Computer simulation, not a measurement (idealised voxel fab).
process module | voxel gate over fins
cross-section cut | 255 nm wide | cells 5 nm
A cross-section is a grid of square cells, given in bands from the top down. A band is one or more rows of cells.
Each band's line starts with the height of the band's top and of its bottom, in nm. Then come its materials from left to right, each with its width in nm. One material with "throughout" fills the band from edge to edge. "air" is empty space.
Height 0 is the level under which the wafer as received is all one material. The lowest band goes on downwards, as in "0 down".
A width such as "30 to 40" changes by the same amount from each row of cells to the next, from the band's top row to its bottom row.
"no change" after a step means that no cell of the cross-section changed.
closed voids: empty space of 8 cells or more with no open way to the top, each as width x height at its distance from the left edge, in nm
after a step's settings: what the simulator itself notes on the step
overlay nm, on a step with a mask: how far to the right of its planned place the mask lay; to the left if negative
plan
1 op RECEIVE | material Si
2 op CONFORMAL_DEP | material SiN | thk nm 10
3 op DIRECTIONAL_DEP | material aC | thk nm 10
4 op PATTERN | tone cover | mask id FINS | material resist | width nm 15 | pitch nm 50 | thk nm 30 | overlay nm 0
5 op DIRECTIONAL_ETCH | etch materials aC | depth nm 10
6 op STRIP | etch materials resist
7 op DIRECTIONAL_ETCH | etch materials SiN | depth nm 10
8 op DIRECTIONAL_ETCH | etch materials Si | depth nm 35
9 op STRIP | etch materials aC
10 op OXIDIZE | depth nm 5
11 op FILL_DEP | material SiO2 | thk nm 5
12 op CMP | height nm 10
13 op DIRECTIONAL_DEP | material aC | thk nm 15
14 op PATTERN | tone open | mask id RAIL | material resist | width nm 15 | thk nm 35 | overlay nm 0
15 op DIRECTIONAL_ETCH | etch materials aC | depth nm 15
16 op STRIP | etch materials resist
17 op DIRECTIONAL_ETCH | etch materials SiO2 | depth nm 40
18 op STRIP | etch materials aC
19 op CONFORMAL_DEP | material TiN | thk nm 5
20 op FILL_DEP | material Ru | thk nm 10
21 op CMP | height nm 10
22 op SELECTIVE_ETCH | etch materials W Ru TiN | depth nm 35
23 op FILL_DEP | material SiO2 | thk nm 5
24 op CMP | height nm 10
25 op SELECTIVE_ETCH | etch materials SiO2 | depth nm 25
26 op STRIP | etch materials SiN
27 op CONFORMAL_DEP | material HfO2 | thk nm 5
28 op CONFORMAL_DEP | material TiN | thk nm 5
29 op CONFORMAL_DEP | material TiAl | thk nm 5
30 op CONFORMAL_DEP | material TiN | thk nm 5
31 op FILL_DEP | material W | thk nm 10
32 op CMP | height nm 25
33 op CONFORMAL_DEP | material SiCN | thk nm 10
as received, after step 1
  0 down: Si throughout
  closed voids: none
first wafer at the end, as planned
  35 to 25: SiCN throughout
  25 to 20: W throughout
  20 to 15: W 55 | TiN 45 | W 5 | TiN 45 | W 5 | TiN 45 | W 55
  15 to 10: W 55 | TiN 5 | TiAl 35 | TiN 5 | W 5 | TiN 5 | TiAl 35 | TiN 5 | W 5 | TiN 5 | TiAl 35 | TiN 5 | W 55
  10 to 5: W 55 | TiN 5 | TiAl 5 | TiN 25 | TiAl 5 | TiN 5 | W 5 | TiN 5 | TiAl 5 | TiN 25 | TiAl 5 | TiN 5 | W 5 | TiN 5 | TiAl 5 | TiN 25 | TiAl 5 | TiN 5 | W 55
  5 to 0: TiN 60 | TiAl 5 | TiN 5 | HfO2 15 | TiN 5 | TiAl 5 | TiN 15 | TiAl 5 | TiN 5 | HfO2 15 | TiN 5 | TiAl 5 | TiN 15 | TiAl 5 | TiN 5 | HfO2 15 | TiN 5 | TiAl 5 | TiN 60
  0 to -5: TiAl 65 | TiN 5 | HfO2 5 | Si 5 | HfO2 5 | TiN 5 | TiAl 25 | TiN 5 | HfO2 5 | Si 5 | HfO2 5 | TiN 5 | TiAl 25 | TiN 5 | HfO2 5 | Si 5 | HfO2 5 | TiN 5 | TiAl 65
  -5 to -10: TiN 70 | HfO2 5 | Si 5 | HfO2 5 | TiN 35 | HfO2 5 | Si 5 | HfO2 5 | TiN 35 | HfO2 5 | Si 5 | HfO2 5 | TiN 70
  -10 to -15: HfO2 75 | Si 5 | HfO2 45 | Si 5 | HfO2 45 | Si 5 | HfO2 75
  -15 to -25: SiO2 75 | Si 5 | SiO2 45 | Si 5 | SiO2 45 | Si 5 | SiO2 75
  -25 to -30: SiO2 75 | Si 5 | SiO2 15 | TiN 15 | SiO2 15 | Si 5 | SiO2 45 | Si 5 | SiO2 75
  -30 to -40: SiO2 75 | Si 5 | SiO2 45 | Si 5 | SiO2 45 | Si 5 | SiO2 75
  -40 down: Si throughout
  closed voids: none
second wafer at the end: like start, like plan, one mistake
  40 to 25: SiCN throughout
  25 to 20: W throughout
  20 to 15: W 55 | TiN 45 | W 5 | TiN 45 | W 5 | TiN 45 | W 55
  15 to 10: W 55 | TiN 5 | TiAl 35 | TiN 5 | W 5 | TiN 5 | TiAl 35 | TiN 5 | W 5 | TiN 5 | TiAl 35 | TiN 5 | W 55
  10 to 5: W 55 | TiN 5 | TiAl 5 | TiN 25 | TiAl 5 | TiN 5 | W 5 | TiN 5 | TiAl 5 | TiN 25 | TiAl 5 | TiN 5 | W 5 | TiN 5 | TiAl 5 | TiN 25 | TiAl 5 | TiN 5 | W 55
  5 to 0: TiN 60 | TiAl 5 | TiN 5 | HfO2 15 | TiN 5 | TiAl 5 | TiN 15 | TiAl 5 | TiN 5 | HfO2 15 | TiN 5 | TiAl 5 | TiN 15 | TiAl 5 | TiN 5 | HfO2 15 | TiN 5 | TiAl 5 | TiN 60
  0 to -5: TiAl 65 | TiN 5 | HfO2 5 | Si 5 | HfO2 5 | TiN 5 | TiAl 25 | TiN 5 | HfO2 5 | Si 5 | HfO2 5 | TiN 5 | TiAl 25 | TiN 5 | HfO2 5 | Si 5 | HfO2 5 | TiN 5 | TiAl 65
  -5 to -10: TiN 70 | HfO2 5 | Si 5 | HfO2 5 | TiN 35 | HfO2 5 | Si 5 | HfO2 5 | TiN 35 | HfO2 5 | Si 5 | HfO2 5 | TiN 70
  -10 to -15: HfO2 75 | Si 5 | HfO2 45 | Si 5 | HfO2 45 | Si 5 | HfO2 75
  -15 to -25: SiO2 75 | Si 5 | SiO2 45 | Si 5 | SiO2 45 | Si 5 | SiO2 75
  -25 to -30: SiO2 75 | Si 5 | SiO2 15 | TiN 15 | SiO2 15 | Si 5 | SiO2 45 | Si 5 | SiO2 75
  -30 to -40: SiO2 75 | Si 5 | SiO2 45 | Si 5 | SiO2 45 | Si 5 | SiO2 75
  -40 down: Si throughout
  closed voids: none
what went wrong: step 33 ran as: op CONFORMAL_DEP | material SiCN | thk nm 15
at the end the second wafer has, in cells: 51 more of SiCN
